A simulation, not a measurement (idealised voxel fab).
process module | voxel gate over fins
cross-section cut | 205 nm wide | cells 5 nm
A cross-section is a grid of square cells, given in bands from the top down. A band is one or more rows of cells.
Each band's line starts with the height of the band's top and of its bottom, in nm. Then come its materials from left to right, each with its width in nm. One material with "throughout" fills the band from edge to edge. "air" is empty space.
Height 0 is the level under which the wafer as received is all one material. The lowest band goes on downwards, as in "0 down".
A width such as "30 to 40" changes by the same amount from each row of cells to the next, from the band's top row to its bottom row.
"no change" after a step means that no cell of the cross-section changed.
closed voids: empty space of 8 cells or more with no open way to the top, each as width x height at its distance from the left edge, in nm
after a step's settings: what the simulator itself notes on the step
overlay nm, on a step with a mask: how far to the right of its planned place the mask lay; to the left if negative
plan
1 op RECEIVE | material Si
2 op CONFORMAL_DEP | material SiN | thk nm 5
3 op DIRECTIONAL_DEP | material aC | thk nm 15
4 op PATTERN | tone cover | mask id FINS | material resist | width nm 15 | pitch nm 40 | thk nm 30 | overlay nm 0
5 op DIRECTIONAL_ETCH | etch materials aC | depth nm 15
6 op STRIP | etch materials resist
7 op DIRECTIONAL_ETCH | etch materials SiN | depth nm 5
8 op DIRECTIONAL_ETCH | etch materials Si | depth nm 30
9 op STRIP | etch materials aC
10 op FILL_DEP | material SiO2 | thk nm 10
11 op CMP | height nm 5
12 op SELECTIVE_ETCH | etch materials SiO2 | depth nm 20
13 op STRIP | etch materials SiN
14 op CONFORMAL_DEP | material HfO2 | thk nm 5
15 op CONFORMAL_DEP | material TiN | thk nm 5
16 op CONFORMAL_DEP | material TiAl | thk nm 5
17 op CONFORMAL_DEP | material TiN | thk nm 5
18 op FILL_DEP | material W | thk nm 10
19 op CMP | height nm 25
20 op CONFORMAL_DEP | material SiCN | thk nm 5
varied across the wafers: width nm of step 4. The plan shows the first wafer's value. All wafers start alike
first wafer as received, after step 1
  0 down: Si throughout
  closed voids: none
first wafer at the end, after step 20
  30 to 25: SiCN throughout
  25 to 20: W throughout
  20 to 15: W 15 | TiN 175 | W 15
  15 to 10: W 15 | TiN 5 | TiAl 165 | TiN 5 | W 15
  10 to 5: W 15 | TiN 5 | TiAl 5 | TiN 35 | TiAl 5 | TiN 35 | TiAl 5 | TiN 35 | TiAl 5 | TiN 35 | TiAl 5 | TiN 5 | W 15
  5 to 0: TiN 20 | TiAl 5 | TiN 5 | HfO2 25 | TiN 5 | TiAl 5 | TiN 5 | HfO2 25 | TiN 5 | TiAl 5 | TiN 5 | HfO2 25 | TiN 5 | TiAl 5 | TiN 5 | HfO2 25 | TiN 5 | TiAl 5 | TiN 20
  0 to -5: TiAl 25 | TiN 5 | HfO2 5 | Si 15 | HfO2 5 | TiN 5 | TiAl 5 | TiN 5 | HfO2 5 | Si 15 | HfO2 5 | TiN 5 | TiAl 5 | TiN 5 | HfO2 5 | Si 15 | HfO2 5 | TiN 5 | TiAl 5 | TiN 5 | HfO2 5 | Si 15 | HfO2 5 | TiN 5 | TiAl 25
  -5 to -10: TiN 30 | HfO2 5 | Si 15 | HfO2 5 | TiN 15 | HfO2 5 | Si 15 | HfO2 5 | TiN 15 | HfO2 5 | Si 15 | HfO2 5 | TiN 15 | HfO2 5 | Si 15 | HfO2 5 | TiN 30
  -10 to -15: HfO2 35 | Si 15 | HfO2 25 | Si 15 | HfO2 25 | Si 15 | HfO2 25 | Si 15 | HfO2 35
  -15 to -30: SiO2 35 | Si 15 | SiO2 25 | Si 15 | SiO2 25 | Si 15 | SiO2 25 | Si 15 | SiO2 35
  -30 down: Si throughout
  closed voids: none
last wafer at the end
  30 to 25: SiCN throughout
  25 to 20: W throughout
  20 to 15: W 10 | TiN 185 | W 10
  15 to 10: W 10 | TiN 5 | TiAl 175 | TiN 5 | W 10
  10 to 5: W 10 | TiN 5 | TiAl 5 | TiN 165 | TiAl 5 | TiN 5 | W 10
  5 to 0: TiN 15 | TiAl 5 | TiN 5 | HfO2 35 | TiN 5 | HfO2 35 | TiN 5 | HfO2 35 | TiN 5 | HfO2 35 | TiN 5 | TiAl 5 | TiN 15
  0 to -5: TiAl 20 | TiN 5 | HfO2 5 | Si 25 | HfO2 5 | TiN 5 | HfO2 5 | Si 25 | HfO2 5 | TiN 5 | HfO2 5 | Si 25 | HfO2 5 | TiN 5 | HfO2 5 | Si 25 | HfO2 5 | TiN 5 | TiAl 20
  -5 to -10: TiN 25 | HfO2 5 | Si 25 | HfO2 5 | TiN 5 | HfO2 5 | Si 25 | HfO2 5 | TiN 5 | HfO2 5 | Si 25 | HfO2 5 | TiN 5 | HfO2 5 | Si 25 | HfO2 5 | TiN 25
  -10 to -15: HfO2 30 | Si 25 | HfO2 15 | Si 25 | HfO2 15 | Si 25 | HfO2 15 | Si 25 | HfO2 30
  -15 to -30: SiO2 30 | Si 25 | SiO2 15 | Si 25 | SiO2 15 | Si 25 | SiO2 15 | Si 25 | SiO2 30
  -30 down: Si throughout
  closed voids: none
each wafer at the end: cells of each material gained (+) or lost (-) since it was received, then its closed voids
width nm 15 | +65 HfO2 | -174 Si | +41 SiCN | +87 SiO2 | +56 TiAl | +112 TiN | +59 W | closed voids: none
width nm 20 | +65 HfO2 | -150 Si | +41 SiCN | +75 SiO2 | +47 TiAl | +112 TiN | +56 W | closed voids: none
width nm 25 | +65 HfO2 | -126 Si | +41 SiCN | +63 SiO2 | +47 TiAl | +103 TiN | +53 W | closed voids: none
